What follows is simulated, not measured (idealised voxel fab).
process module | voxel transistor to metal
cross-section cut | 265 nm wide | cells 5 nm
A cross-section is a grid of square cells, given in bands from the top down. A band is one or more rows of cells.
Each band's line starts with the height of the band's top and of its bottom, in nm. Then come its materials from left to right, each with its width in nm. One material with "throughout" fills the band from edge to edge. "air" is empty space.
Height 0 is the level under which the wafer as received is all one material. The lowest band goes on downwards, as in "0 down".
A width such as "30 to 40" changes by the same amount from each row of cells to the next, from the band's top row to its bottom row.
"no change" after a step means that no cell of the cross-section changed.
closed voids: empty space of 8 cells or more with no open way to the top, each as width x height at its distance from the left edge, in nm
after a step's settings: what the simulator itself notes on the step
overlay nm, on a step with a mask: how far to the right of its planned place the mask lay; to the left if negative
plan
1 op RECEIVE | material Si
2 op CONFORMAL_DEP | material SiO2 | thk nm 5
3 op CONFORMAL_DEP | material SiN | thk nm 10
4 op DIRECTIONAL_DEP | material aC | thk nm 10
5 op PATTERN | tone cover | mask id ACTIVE | material resist | width nm 105 | pitch nm 125 | thk nm 30 | overlay nm 0
6 op DIRECTIONAL_ETCH | etch materials aC | depth nm 10
7 op STRIP | etch materials resist
8 op DIRECTIONAL_ETCH | etch materials SiN | depth nm 10
9 op DIRECTIONAL_ETCH | etch materials SiO2 | depth nm 5
10 op DIRECTIONAL_ETCH | etch materials Si | depth nm 35
11 op STRIP | etch materials aC
12 op FILL_DEP | material SiO2 | thk nm 10
13 op CMP | height nm 15
14 op SELECTIVE_ETCH | etch materials SiO2 | depth nm 5
15 op STRIP | etch materials SiN
16 op SELECTIVE_ETCH | etch materials SiO2 | depth nm 5
17 op OXIDIZE | depth nm 5
18 op DIRECTIONAL_DEP | material polySi | thk nm 25
19 op DIRECTIONAL_DEP | material SiCN | thk nm 15
20 op MASKED_ETCH | tone cover | mask id GATE | width nm 25 | pitch nm 125 | etch materials SiCN | depth nm 25 | overlay nm 0
21 op MASKED_ETCH | tone cover | mask id GATE | width nm 25 | pitch nm 125 | etch materials polySi | depth nm 35 | overlay nm 0
22 op CONFORMAL_DEP | material SiN | thk nm 5
23 op DIRECTIONAL_ETCH | etch materials SiN | depth nm 5
24 op DIRECTIONAL_ETCH | etch materials SiO2 | depth nm 5
25 op EPI | material nSi | thk nm 5
26 op FILL_DEP | material SiO2 | thk nm 10
27 op CMP | height nm 25
28 op STRIP | etch materials polySi
29 op SELECTIVE_ETCH | etch materials SiO2 | depth nm 5
30 op CONFORMAL_DEP | material HfO2 | thk nm 5
31 op CONFORMAL_DEP | material TiN | thk nm 5
32 op FILL_DEP | material W | thk nm 10
33 op CMP | height nm 20
34 op DIRECTIONAL_DEP | material SiO2 | thk nm 10
35 op PATTERN | tone open | mask id CONTACT | material resist | width nm 15 | thk nm 20 | overlay nm 0
36 op DIRECTIONAL_ETCH | etch materials SiO2 | depth nm 30
37 op STRIP | etch materials resist
38 op CONFORMAL_DEP | material TiN | thk nm 5
39 op FILL_DEP | material Ru | thk nm 10
40 op CMP | height nm 30
41 op CONFORMAL_DEP | material SiN | thk nm 5
42 op DIRECTIONAL_DEP | material lowk | thk nm 15
43 op PATTERN | tone open | mask id METAL_1 | material resist | width nm 15 | thk nm 15 | overlay nm 0
44 op DIRECTIONAL_ETCH | etch materials lowk | depth nm 15
45 op DIRECTIONAL_ETCH | etch materials SiN | depth nm 5
46 op STRIP | etch materials resist
47 op CONFORMAL_DEP | material TiN | thk nm 5
48 op FILL_DEP | material Cu | thk nm 5
49 op CMP | height nm 50
50 op EPI | material Ru | thk nm 5
51 op FILL_DEP | material SiCN | thk nm 5
first wafer, as planned
as received, after step 1
  0 down: Si throughout
  closed voids: none
after step 2
  5 to 0: SiO2 throughout
  below 0: unchanged
after step 3
  15 to 5: SiN throughout
  below 5: unchanged
after step 4
  25 to 15: aC throughout
  below 15: unchanged
after step 5
  55 to 25: air 15 | resist 105 | air 20 | resist 105 | air 20
  below 25: unchanged
after step 6
  45 to 25: air 15 | resist 105 | air 20 | resist 105 | air 20
  25 to 15: air 15 | aC 105 | air 20 | aC 105 | air 20
  below 15: unchanged
after step 7
  25 to 15: air 15 | aC 105 | air 20 | aC 105 | air 20
  below 15: unchanged
after step 8
  25 to 15: air 15 | aC 105 | air 20 | aC 105 | air 20
  15 to 5: air 15 | SiN 105 | air 20 | SiN 105 | air 20
  below 5: unchanged
after step 9
  25 to 15: air 15 | aC 105 | air 20 | aC 105 | air 20
  15 to 5: air 15 | SiN 105 | air 20 | SiN 105 | air 20
  5 to 0: air 15 | SiO2 105 | air 20 | SiO2 105 | air 20
  below 0: unchanged
after step 10
  25 to 15: air 15 | aC 105 | air 20 | aC 105 | air 20
  15 to 5: air 15 | SiN 105 | air 20 | SiN 105 | air 20
  5 to 0: air 15 | SiO2 105 | air 20 | SiO2 105 | air 20
  0 to -35: air 15 | Si 105 | air 20 | Si 105 | air 20
  below -35: unchanged
after step 11
  15 to 5: air 15 | SiN 105 | air 20 | SiN 105 | air 20
  below 5: unchanged
after step 12
  25 to 15: SiO2 throughout
  15 to 5: SiO2 15 | SiN 105 | SiO2 20 | SiN 105 | SiO2 20
  5 to 0: SiO2 throughout
  0 to -35: SiO2 15 | Si 105 | SiO2 20 | Si 105 | SiO2 20
  below -35: unchanged
after step 13
  15 to 5: SiO2 15 | SiN 105 | SiO2 20 | SiN 105 | SiO2 20
  below 5: unchanged
after step 14
  15 to 10: air 15 | SiN 105 | air 20 | SiN 105 | air 20
  below 10: unchanged
after step 15
  10 to 5: SiO2 15 | air 105 | SiO2 20 | air 105 | SiO2 20
  below 5: unchanged
after step 16
  5 to 0: SiO2 10 | air 115 | SiO2 10 | air 115 | SiO2 15
  below 0: unchanged
after step 17
  5 to 0: SiO2 10 | air 115 | SiO2 10 | air 115 | SiO2 15
  0 to -5: SiO2 throughout
  below -5: unchanged
after step 18
  30 to 25: polySi 10 | air 115 | polySi 10 | air 115 | polySi 15
  25 to 5: polySi throughout
  5 to 0: SiO2 10 | polySi 115 | SiO2 10 | polySi 115 | SiO2 15
  below 0: unchanged
after step 19
  45 to 40: SiCN 10 | air 115 | SiCN 10 | air 115 | SiCN 15
  40 to 30: SiCN throughout
  30 to 25: polySi 10 | SiCN 115 | polySi 10 | SiCN 115 | polySi 15
  below 25: unchanged
after step 20
  40 to 30: air 55 | SiCN 25 | air 100 | SiCN 25 | air 60
  30 to 25: polySi 10 | air 45 | SiCN 25 | air 45 | polySi 10 | air 45 | SiCN 25 | air 45 | polySi 15
  below 25: unchanged
after step 21
  40 to 25: air 55 | SiCN 25 | air 100 | SiCN 25 | air 60
  25 to 5: air 55 | polySi 25 | air 100 | polySi 25 | air 60
  5 to 0: SiO2 10 | air 45 | polySi 25 | air 45 | SiO2 10 | air 45 | polySi 25 | air 45 | SiO2 15
  below 0: unchanged
after step 22
  45 to 40: air 50 | SiN 35 | air 90 | SiN 35 | air 55
  40 to 25: air 50 | SiN 5 | SiCN 25 | SiN 5 | air 90 | SiN 5 | SiCN 25 | SiN 5 | air 55
  25 to 10: air 50 | SiN 5 | polySi 25 | SiN 5 | air 90 | SiN 5 | polySi 25 | SiN 5 | air 55
  10 to 5: SiN 15 | air 35 | SiN 5 | polySi 25 | SiN 5 | air 35 | SiN 20 | air 35 | SiN 5 | polySi 25 | SiN 5 | air 35 | SiN 20
  5 to 0: SiO2 10 | SiN 45 | polySi 25 | SiN 45 | SiO2 10 | SiN 45 | polySi 25 | SiN 45 | SiO2 15
  below 0: unchanged
after step 23
  40 to 25: air 50 | SiN 5 | SiCN 25 | SiN 5 | air 90 | SiN 5 | SiCN 25 | SiN 5 | air 55
  25 to 5: air 50 | SiN 5 | polySi 25 | SiN 5 | air 90 | SiN 5 | polySi 25 | SiN 5 | air 55
  5 to 0: SiO2 10 | SiN 5 | air 35 | SiN 5 | polySi 25 | SiN 5 | air 35 | SiN 5 | SiO2 10 | SiN 5 | air 35 | SiN 5 | polySi 25 | SiN 5 | air 35 | SiN 5 | SiO2 15
  below 0: unchanged
after step 24
  40 to 25: air 50 | SiN 5 | SiCN 25 | SiN 5 | air 90 | SiN 5 | SiCN 25 | SiN 5 | air 55
  25 to 5: air 50 | SiN 5 | polySi 25 | SiN 5 | air 90 | SiN 5 | polySi 25 | SiN 5 | air 55
  5 to 0: air 10 | SiN 5 | air 35 | SiN 5 | polySi 25 | SiN 5 | air 35 | SiN 5 | air 10 | SiN 5 | air 35 | SiN 5 | polySi 25 | SiN 5 | air 35 | SiN 5 | air 15
  0 to -5: SiO2 15 | air 35 | SiO2 35 | air 35 | SiO2 20 | air 35 | SiO2 35 | air 35 | SiO2 20
  below -5: unchanged
after step 25
  40 to 25: air 50 | SiN 5 | SiCN 25 | SiN 5 | air 90 | SiN 5 | SiCN 25 | SiN 5 | air 55
  25 to 5: air 50 | SiN 5 | polySi 25 | SiN 5 | air 90 | SiN 5 | polySi 25 | SiN 5 | air 55
  5 to 0: air 10 | SiN 5 | air 35 | SiN 5 | polySi 25 | SiN 5 | air 35 | SiN 5 | air 10 | SiN 5 | air 35 | SiN 5 | polySi 25 | SiN 5 | air 35 | SiN 5 | air 15
  0 to -5: SiO2 15 | nSi 35 | SiO2 35 | nSi 35 | SiO2 20 | nSi 35 | SiO2 35 | nSi 35 | SiO2 20
  below -5: unchanged
after step 26
  50 to 40: SiO2 throughout
  40 to 25: SiO2 50 | SiN 5 | SiCN 25 | SiN 5 | SiO2 90 | SiN 5 | SiCN 25 | SiN 5 | SiO2 55
  25 to 5: SiO2 50 | SiN 5 | polySi 25 | SiN 5 | SiO2 90 | SiN 5 | polySi 25 | SiN 5 | SiO2 55
  5 to 0: SiO2 10 | SiN 5 | SiO2 35 | SiN 5 | polySi 25 | SiN 5 | SiO2 35 | SiN 5 | SiO2 10 | SiN 5 | SiO2 35 | SiN 5 | polySi 25 | SiN 5 | SiO2 35 | SiN 5 | SiO2 15
  below 0: unchanged
after step 27
  25 to 5: SiO2 50 | SiN 5 | polySi 25 | SiN 5 | SiO2 90 | SiN 5 | polySi 25 | SiN 5 | SiO2 55
  below 5: unchanged
after step 28
  25 to 5: SiO2 50 | SiN 5 | air 25 | SiN 5 | SiO2 90 | SiN 5 | air 25 | SiN 5 | SiO2 55
  5 to 0: SiO2 10 | SiN 5 | SiO2 35 | SiN 5 | air 25 | SiN 5 | SiO2 35 | SiN 5 | SiO2 10 | SiN 5 | SiO2 35 | SiN 5 | air 25 | SiN 5 | SiO2 35 | SiN 5 | SiO2 15
  below 0: unchanged
after step 29
  25 to 20: air 50 | SiN 5 | air 25 | SiN 5 | air 90 | SiN 5 | air 25 | SiN 5 | air 55
  20 to 5: SiO2 50 | SiN 5 | air 25 | SiN 5 | SiO2 90 | SiN 5 | air 25 | SiN 5 | SiO2 55
  5 to 0: SiO2 10 | SiN 5 | SiO2 35 | SiN 5 | air 25 | SiN 5 | SiO2 35 | SiN 5 | SiO2 10 | SiN 5 | SiO2 35 | SiN 5 | air 25 | SiN 5 | SiO2 35 | SiN 5 | SiO2 15
  0 to -5: SiO2 15 | nSi 35 | air 35 | nSi 35 | SiO2 20 | nSi 35 | air 35 | nSi 35 | SiO2 20
  below -5: unchanged
after step 30
  30 to 25: air 45 | HfO2 15 | air 15 | HfO2 15 | air 80 | HfO2 15 | air 15 | HfO2 15 | air 50
  25 to 20: HfO2 50 | SiN 5 | HfO2 5 | air 15 | HfO2 5 | SiN 5 | HfO2 90 | SiN 5 | HfO2 5 | air 15 | HfO2 5 | SiN 5 | HfO2 55
  20 to 5: SiO2 50 | SiN 5 | HfO2 5 | air 15 | HfO2 5 | SiN 5 | SiO2 90 | SiN 5 | HfO2 5 | air 15 | HfO2 5 | SiN 5 | SiO2 55
  5 to 0: SiO2 10 | SiN 5 | SiO2 35 | SiN 5 | HfO2 5 | air 15 | HfO2 5 | SiN 5 | SiO2 35 | SiN 5 | SiO2 10 | SiN 5 | SiO2 35 | SiN 5 | HfO2 5 | air 15 | HfO2 5 | SiN 5 | SiO2 35 | SiN 5 | SiO2 15
  0 to -5: SiO2 15 | nSi 35 | HfO2 35 | nSi 35 | SiO2 20 | nSi 35 | HfO2 35 | nSi 35 | SiO2 20
  below -5: unchanged
after step 31
  35 to 30: air 40 | TiN 25 | air 5 | TiN 25 | air 70 | TiN 25 | air 5 | TiN 25 | air 45
  30 to 25: TiN 45 | HfO2 15 | TiN 5 | air 5 | TiN 5 | HfO2 15 | TiN 80 | HfO2 15 | TiN 5 | air 5 | TiN 5 | HfO2 15 | TiN 50
  25 to 20: HfO2 50 | SiN 5 | HfO2 5 | TiN 5 | air 5 | TiN 5 | HfO2 5 | SiN 5 | HfO2 90 | SiN 5 | HfO2 5 | TiN 5 | air 5 | TiN 5 | HfO2 5 | SiN 5 | HfO2 55
  20 to 5: SiO2 50 | SiN 5 | HfO2 5 | TiN 5 | air 5 | TiN 5 | HfO2 5 | SiN 5 | SiO2 90 | SiN 5 | HfO2 5 | TiN 5 | air 5 | TiN 5 | HfO2 5 | SiN 5 | SiO2 55
  5 to 0: SiO2 10 | SiN 5 | SiO2 35 | SiN 5 | HfO2 5 | TiN 15 | HfO2 5 | SiN 5 | SiO2 35 | SiN 5 | SiO2 10 | SiN 5 | SiO2 35 | SiN 5 | HfO2 5 | TiN 15 | HfO2 5 | SiN 5 | SiO2 35 | SiN 5 | SiO2 15
  below 0: unchanged
after step 32
  45 to 35: W throughout
  35 to 30: W 40 | TiN 25 | W 5 | TiN 25 | W 70 | TiN 25 | W 5 | TiN 25 | W 45
  30 to 25: TiN 45 | HfO2 15 | TiN 5 | W 5 | TiN 5 | HfO2 15 | TiN 80 | HfO2 15 | TiN 5 | W 5 | TiN 5 | HfO2 15 | TiN 50
  25 to 20: HfO2 50 | SiN 5 | HfO2 5 | TiN 5 | W 5 | TiN 5 | HfO2 5 | SiN 5 | HfO2 90 | SiN 5 | HfO2 5 | TiN 5 | W 5 | TiN 5 | HfO2 5 | SiN 5 | HfO2 55
  20 to 5: SiO2 50 | SiN 5 | HfO2 5 | TiN 5 | W 5 | TiN 5 | HfO2 5 | SiN 5 | SiO2 90 | SiN 5 | HfO2 5 | TiN 5 | W 5 | TiN 5 | HfO2 5 | SiN 5 | SiO2 55
  below 5: unchanged
after step 33
  20 to 5: SiO2 50 | SiN 5 | HfO2 5 | TiN 5 | W 5 | TiN 5 | HfO2 5 | SiN 5 | SiO2 90 | SiN 5 | HfO2 5 | TiN 5 | W 5 | TiN 5 | HfO2 5 | SiN 5 | SiO2 55
  below 5: unchanged
after step 34
  30 to 20: SiO2 throughout
  below 20: unchanged
after step 35
  50 to 30: resist 25 | air 15 | resist 55 | air 15 | resist 40 | air 15 | resist 55 | air 15 | resist 30
  below 30: unchanged
after step 36
  50 to 30: resist 25 | air 15 | resist 55 | air 15 | resist 40 | air 15 | resist 55 | air 15 | resist 30
  30 to 20: SiO2 25 | air 15 | SiO2 55 | air 15 | SiO2 40 | air 15 | SiO2 55 | air 15 | SiO2 30
  20 to 5: SiO2 25 | air 15 | SiO2 10 | SiN 5 | HfO2 5 | TiN 5 | W 5 | TiN 5 | HfO2 5 | SiN 5 | SiO2 10 | air 15 | SiO2 40 | air 15 | SiO2 10 | SiN 5 | HfO2 5 | TiN 5 | W 5 | TiN 5 | HfO2 5 | SiN 5 | SiO2 10 | air 15 | SiO2 30
  5 to 0: SiO2 10 | SiN 5 | SiO2 10 | air 15 | SiO2 10 | SiN 5 | HfO2 5 | TiN 15 | HfO2 5 | SiN 5 | SiO2 10 | air 15 | SiO2 10 | SiN 5 | SiO2 10 | SiN 5 | SiO2 10 | air 15 | SiO2 10 | SiN 5 | HfO2 5 | TiN 15 | HfO2 5 | SiN 5 | SiO2 10 | air 15 | SiO2 10 | SiN 5 | SiO2 15
  below 0: unchanged
after step 37
  30 to 20: SiO2 25 | air 15 | SiO2 55 | air 15 | SiO2 40 | air 15 | SiO2 55 | air 15 | SiO2 30
  below 20: unchanged
after step 38
  35 to 30: TiN 30 | air 5 | TiN 65 | air 5 | TiN 50 | air 5 | TiN 65 | air 5 | TiN 35
  30 to 20: SiO2 25 | TiN 5 | air 5 | TiN 5 | SiO2 55 | TiN 5 | air 5 | TiN 5 | SiO2 40 | TiN 5 | air 5 | TiN 5 | SiO2 55 | TiN 5 | air 5 | TiN 5 | SiO2 30
  20 to 5: SiO2 25 | TiN 5 | air 5 | TiN 5 | SiO2 10 | SiN 5 | HfO2 5 | TiN 5 | W 5 | TiN 5 | HfO2 5 | SiN 5 | SiO2 10 | TiN 5 | air 5 | TiN 5 | SiO2 40 | TiN 5 | air 5 | TiN 5 | SiO2 10 | SiN 5 | HfO2 5 | TiN 5 | W 5 | TiN 5 | HfO2 5 | SiN 5 | SiO2 10 | TiN 5 | air 5 | TiN 5 | SiO2 30
  5 to 0: SiO2 10 | SiN 5 | SiO2 10 | TiN 15 | SiO2 10 | SiN 5 | HfO2 5 | TiN 15 | HfO2 5 | SiN 5 | SiO2 10 | TiN 15 | SiO2 10 | SiN 5 | SiO2 10 | SiN 5 | SiO2 10 | TiN 15 | SiO2 10 | SiN 5 | HfO2 5 | TiN 15 | HfO2 5 | SiN 5 | SiO2 10 | TiN 15 | SiO2 10 | SiN 5 | SiO2 15
  below 0: unchanged
after step 39
  45 to 35: Ru throughout
  35 to 30: TiN 30 | Ru 5 | TiN 65 | Ru 5 | TiN 50 | Ru 5 | TiN 65 | Ru 5 | TiN 35
  30 to 20: SiO2 25 | TiN 5 | Ru 5 | TiN 5 | SiO2 55 | TiN 5 | Ru 5 | TiN 5 | SiO2 40 | TiN 5 | Ru 5 | TiN 5 | SiO2 55 | TiN 5 | Ru 5 | TiN 5 | SiO2 30
  20 to 5: SiO2 25 | TiN 5 | Ru 5 | TiN 5 | SiO2 10 | SiN 5 | HfO2 5 | TiN 5 | W 5 | TiN 5 | HfO2 5 | SiN 5 | SiO2 10 | TiN 5 | Ru 5 | TiN 5 | SiO2 40 | TiN 5 | Ru 5 | TiN 5 | SiO2 10 | SiN 5 | HfO2 5 | TiN 5 | W 5 | TiN 5 | HfO2 5 | SiN 5 | SiO2 10 | TiN 5 | Ru 5 | TiN 5 | SiO2 30
  below 5: unchanged
after step 40
  30 to 20: SiO2 25 | TiN 5 | Ru 5 | TiN 5 | SiO2 55 | TiN 5 | Ru 5 | TiN 5 | SiO2 40 | TiN 5 | Ru 5 | TiN 5 | SiO2 55 | TiN 5 | Ru 5 | TiN 5 | SiO2 30
  below 20: unchanged
after step 41
  35 to 30: SiN throughout
  below 30: unchanged
after step 42
  50 to 35: lowk throughout
  below 35: unchanged
after step 43
  65 to 50: resist 25 | air 15 | resist 55 | air 15 | resist 40 | air 15 | resist 55 | air 15 | resist 30
  below 50: unchanged
after step 44
  65 to 50: resist 25 | air 15 | resist 55 | air 15 | resist 40 | air 15 | resist 55 | air 15 | resist 30
  50 to 35: lowk 25 | air 15 | lowk 55 | air 15 | lowk 40 | air 15 | lowk 55 | air 15 | lowk 30
  below 35: unchanged
after step 45
  65 to 50: resist 25 | air 15 | resist 55 | air 15 | resist 40 | air 15 | resist 55 | air 15 | resist 30
  50 to 35: lowk 25 | air 15 | lowk 55 | air 15 | lowk 40 | air 15 | lowk 55 | air 15 | lowk 30
  35 to 30: SiN 25 | air 15 | SiN 55 | air 15 | SiN 40 | air 15 | SiN 55 | air 15 | SiN 30
  below 30: unchanged
after step 46
  50 to 35: lowk 25 | air 15 | lowk 55 | air 15 | lowk 40 | air 15 | lowk 55 | air 15 | lowk 30
  below 35: unchanged
after step 47
  55 to 50: TiN 30 | air 5 | TiN 65 | air 5 | TiN 50 | air 5 | TiN 65 | air 5 | TiN 35
  50 to 35: lowk 25 | TiN 5 | air 5 | TiN 5 | lowk 55 | TiN 5 | air 5 | TiN 5 | lowk 40 | TiN 5 | air 5 | TiN 5 | lowk 55 | TiN 5 | air 5 | TiN 5 | lowk 30
  35 to 30: SiN 25 | TiN 15 | SiN 55 | TiN 15 | SiN 40 | TiN 15 | SiN 55 | TiN 15 | SiN 30
  below 30: unchanged
after step 48
  60 to 55: Cu throughout
  55 to 50: TiN 30 | Cu 5 | TiN 65 | Cu 5 | TiN 50 | Cu 5 | TiN 65 | Cu 5 | TiN 35
  50 to 35: lowk 25 | TiN 5 | Cu 5 | TiN 5 | lowk 55 | TiN 5 | Cu 5 | TiN 5 | lowk 40 | TiN 5 | Cu 5 | TiN 5 | lowk 55 | TiN 5 | Cu 5 | TiN 5 | lowk 30
  below 35: unchanged
after step 49
  50 to 35: lowk 25 | TiN 5 | Cu 5 | TiN 5 | lowk 55 | TiN 5 | Cu 5 | TiN 5 | lowk 40 | TiN 5 | Cu 5 | TiN 5 | lowk 55 | TiN 5 | Cu 5 | TiN 5 | lowk 30
  below 35: unchanged
after step 50
  55 to 50: air 20 | Ru 25 | air 45 | Ru 25 | air 30 | Ru 25 | air 45 | Ru 25 | air 25
  below 50: unchanged
after step 51
  60 to 55: SiCN throughout
  55 to 50: SiCN 20 | Ru 25 | SiCN 45 | Ru 25 | SiCN 30 | Ru 25 | SiCN 45 | Ru 25 | SiCN 25
  below 50: unchanged
second wafer: like start, like plan, one mistake. Through step 29 it matches the first wafer
when step 30 should have ended: no change
when step 31 should have ended
  30 to 25: air 45 | TiN 15 | air 15 | TiN 15 | air 80 | TiN 15 | air 15 | TiN 15 | air 50
  25 to 20: TiN 50 | SiN 5 | TiN 5 | air 15 | TiN 5 | SiN 5 | TiN 90 | SiN 5 | TiN 5 | air 15 | TiN 5 | SiN 5 | TiN 55
  20 to 5: SiO2 50 | SiN 5 | TiN 5 | air 15 | TiN 5 | SiN 5 | SiO2 90 | SiN 5 | TiN 5 | air 15 | TiN 5 | SiN 5 | SiO2 55
  5 to 0: SiO2 10 | SiN 5 | SiO2 35 | SiN 5 | TiN 5 | air 15 | TiN 5 | SiN 5 | SiO2 35 | SiN 5 | SiO2 10 | SiN 5 | SiO2 35 | SiN 5 | TiN 5 | air 15 | TiN 5 | SiN 5 | SiO2 35 | SiN 5 | SiO2 15
  0 to -5: SiO2 15 | nSi 35 | TiN 35 | nSi 35 | SiO2 20 | nSi 35 | TiN 35 | nSi 35 | SiO2 20
  below -5: unchanged
when step 32 should have ended
  40 to 30: W throughout
  30 to 25: W 45 | TiN 15 | W 15 | TiN 15 | W 80 | TiN 15 | W 15 | TiN 15 | W 50
  25 to 20: TiN 50 | SiN 5 | TiN 5 | W 15 | TiN 5 | SiN 5 | TiN 90 | SiN 5 | TiN 5 | W 15 | TiN 5 | SiN 5 | TiN 55
  20 to 5: SiO2 50 | SiN 5 | TiN 5 | W 15 | TiN 5 | SiN 5 | SiO2 90 | SiN 5 | TiN 5 | W 15 | TiN 5 | SiN 5 | SiO2 55
  5 to 0: SiO2 10 | SiN 5 | SiO2 35 | SiN 5 | TiN 5 | W 15 | TiN 5 | SiN 5 | SiO2 35 | SiN 5 | SiO2 10 | SiN 5 | SiO2 35 | SiN 5 | TiN 5 | W 15 | TiN 5 | SiN 5 | SiO2 35 | SiN 5 | SiO2 15
  below 0: unchanged
when step 33 should have ended
  20 to 5: SiO2 50 | SiN 5 | TiN 5 | W 15 | TiN 5 | SiN 5 | SiO2 90 | SiN 5 | TiN 5 | W 15 | TiN 5 | SiN 5 | SiO2 55
  below 5: unchanged
when step 34 should have ended
  30 to 20: SiO2 throughout
  below 20: unchanged
when step 35 should have ended
  50 to 30: resist 25 | air 15 | resist 55 | air 15 | resist 40 | air 15 | resist 55 | air 15 | resist 30
  below 30: unchanged
when step 36 should have ended
  50 to 30: resist 25 | air 15 | resist 55 | air 15 | resist 40 | air 15 | resist 55 | air 15 | resist 30
  30 to 20: SiO2 25 | air 15 | SiO2 55 | air 15 | SiO2 40 | air 15 | SiO2 55 | air 15 | SiO2 30
  20 to 5: SiO2 25 | air 15 | SiO2 10 | SiN 5 | TiN 5 | W 15 | TiN 5 | SiN 5 | SiO2 10 | air 15 | SiO2 40 | air 15 | SiO2 10 | SiN 5 | TiN 5 | W 15 | TiN 5 | SiN 5 | SiO2 10 | air 15 | SiO2 30
  5 to 0: SiO2 10 | SiN 5 | SiO2 10 | air 15 | SiO2 10 | SiN 5 | TiN 5 | W 15 | TiN 5 | SiN 5 | SiO2 10 | air 15 | SiO2 10 | SiN 5 | SiO2 10 | SiN 5 | SiO2 10 | air 15 | SiO2 10 | SiN 5 | TiN 5 | W 15 | TiN 5 | SiN 5 | SiO2 10 | air 15 | SiO2 10 | SiN 5 | SiO2 15
  below 0: unchanged
when step 37 should have ended
  30 to 20: SiO2 25 | air 15 | SiO2 55 | air 15 | SiO2 40 | air 15 | SiO2 55 | air 15 | SiO2 30
  below 20: unchanged
when step 38 should have ended
  35 to 30: TiN 30 | air 5 | TiN 65 | air 5 | TiN 50 | air 5 | TiN 65 | air 5 | TiN 35
  30 to 20: SiO2 25 | TiN 5 | air 5 | TiN 5 | SiO2 55 | TiN 5 | air 5 | TiN 5 | SiO2 40 | TiN 5 | air 5 | TiN 5 | SiO2 55 | TiN 5 | air 5 | TiN 5 | SiO2 30
  20 to 5: SiO2 25 | TiN 5 | air 5 | TiN 5 | SiO2 10 | SiN 5 | TiN 5 | W 15 | TiN 5 | SiN 5 | SiO2 10 | TiN 5 | air 5 | TiN 5 | SiO2 40 | TiN 5 | air 5 | TiN 5 | SiO2 10 | SiN 5 | TiN 5 | W 15 | TiN 5 | SiN 5 | SiO2 10 | TiN 5 | air 5 | TiN 5 | SiO2 30
  5 to 0: SiO2 10 | SiN 5 | SiO2 10 | TiN 15 | SiO2 10 | SiN 5 | TiN 5 | W 15 | TiN 5 | SiN 5 | SiO2 10 | TiN 15 | SiO2 10 | SiN 5 | SiO2 10 | SiN 5 | SiO2 10 | TiN 15 | SiO2 10 | SiN 5 | TiN 5 | W 15 | TiN 5 | SiN 5 | SiO2 10 | TiN 15 | SiO2 10 | SiN 5 | SiO2 15
  below 0: unchanged
when step 39 should have ended
  45 to 35: Ru throughout
  35 to 30: TiN 30 | Ru 5 | TiN 65 | Ru 5 | TiN 50 | Ru 5 | TiN 65 | Ru 5 | TiN 35
  30 to 20: SiO2 25 | TiN 5 | Ru 5 | TiN 5 | SiO2 55 | TiN 5 | Ru 5 | TiN 5 | SiO2 40 | TiN 5 | Ru 5 | TiN 5 | SiO2 55 | TiN 5 | Ru 5 | TiN 5 | SiO2 30
  20 to 5: SiO2 25 | TiN 5 | Ru 5 | TiN 5 | SiO2 10 | SiN 5 | TiN 5 | W 15 | TiN 5 | SiN 5 | SiO2 10 | TiN 5 | Ru 5 | TiN 5 | SiO2 40 | TiN 5 | Ru 5 | TiN 5 | SiO2 10 | SiN 5 | TiN 5 | W 15 | TiN 5 | SiN 5 | SiO2 10 | TiN 5 | Ru 5 | TiN 5 | SiO2 30
  below 5: unchanged
when step 40 should have ended
  30 to 20: SiO2 25 | TiN 5 | Ru 5 | TiN 5 | SiO2 55 | TiN 5 | Ru 5 | TiN 5 | SiO2 40 | TiN 5 | Ru 5 | TiN 5 | SiO2 55 | TiN 5 | Ru 5 | TiN 5 | SiO2 30
  below 20: unchanged
when step 41 should have ended
  35 to 30: SiN throughout
  below 30: unchanged
when step 42 should have ended
  50 to 35: lowk throughout
  below 35: unchanged
when step 43 should have ended
  65 to 50: resist 25 | air 15 | resist 55 | air 15 | resist 40 | air 15 | resist 55 | air 15 | resist 30
  below 50: unchanged
when step 44 should have ended
  65 to 50: resist 25 | air 15 | resist 55 | air 15 | resist 40 | air 15 | resist 55 | air 15 | resist 30
  50 to 35: lowk 25 | air 15 | lowk 55 | air 15 | lowk 40 | air 15 | lowk 55 | air 15 | lowk 30
  below 35: unchanged
when step 45 should have ended
  65 to 50: resist 25 | air 15 | resist 55 | air 15 | resist 40 | air 15 | resist 55 | air 15 | resist 30
  50 to 35: lowk 25 | air 15 | lowk 55 | air 15 | lowk 40 | air 15 | lowk 55 | air 15 | lowk 30
  35 to 30: SiN 25 | air 15 | SiN 55 | air 15 | SiN 40 | air 15 | SiN 55 | air 15 | SiN 30
  below 30: unchanged
when step 46 should have ended
  50 to 35: lowk 25 | air 15 | lowk 55 | air 15 | lowk 40 | air 15 | lowk 55 | air 15 | lowk 30
  below 35: unchanged
when step 47 should have ended
  55 to 50: TiN 30 | air 5 | TiN 65 | air 5 | TiN 50 | air 5 | TiN 65 | air 5 | TiN 35
  50 to 35: lowk 25 | TiN 5 | air 5 | TiN 5 | lowk 55 | TiN 5 | air 5 | TiN 5 | lowk 40 | TiN 5 | air 5 | TiN 5 | lowk 55 | TiN 5 | air 5 | TiN 5 | lowk 30
  35 to 30: SiN 25 | TiN 15 | SiN 55 | TiN 15 | SiN 40 | TiN 15 | SiN 55 | TiN 15 | SiN 30
  below 30: unchanged
when step 48 should have ended
  60 to 55: Cu throughout
  55 to 50: TiN 30 | Cu 5 | TiN 65 | Cu 5 | TiN 50 | Cu 5 | TiN 65 | Cu 5 | TiN 35
  50 to 35: lowk 25 | TiN 5 | Cu 5 | TiN 5 | lowk 55 | TiN 5 | Cu 5 | TiN 5 | lowk 40 | TiN 5 | Cu 5 | TiN 5 | lowk 55 | TiN 5 | Cu 5 | TiN 5 | lowk 30
  below 35: unchanged
when step 49 should have ended
  50 to 35: lowk 25 | TiN 5 | Cu 5 | TiN 5 | lowk 55 | TiN 5 | Cu 5 | TiN 5 | lowk 40 | TiN 5 | Cu 5 | TiN 5 | lowk 55 | TiN 5 | Cu 5 | TiN 5 | lowk 30
  below 35: unchanged
when step 50 should have ended
  55 to 50: air 20 | Ru 25 | air 45 | Ru 25 | air 30 | Ru 25 | air 45 | Ru 25 | air 25
  below 50: unchanged
when step 51 should have ended
  60 to 55: SiCN throughout
  55 to 50: SiCN 20 | Ru 25 | SiCN 45 | Ru 25 | SiCN 30 | Ru 25 | SiCN 45 | Ru 25 | SiCN 25
  below 50: unchanged
what went wrong: step 30 was left out
at the end the second wafer has, in cells: 30 fewer of HfO2 | 12 more of TiN | 18 more of W
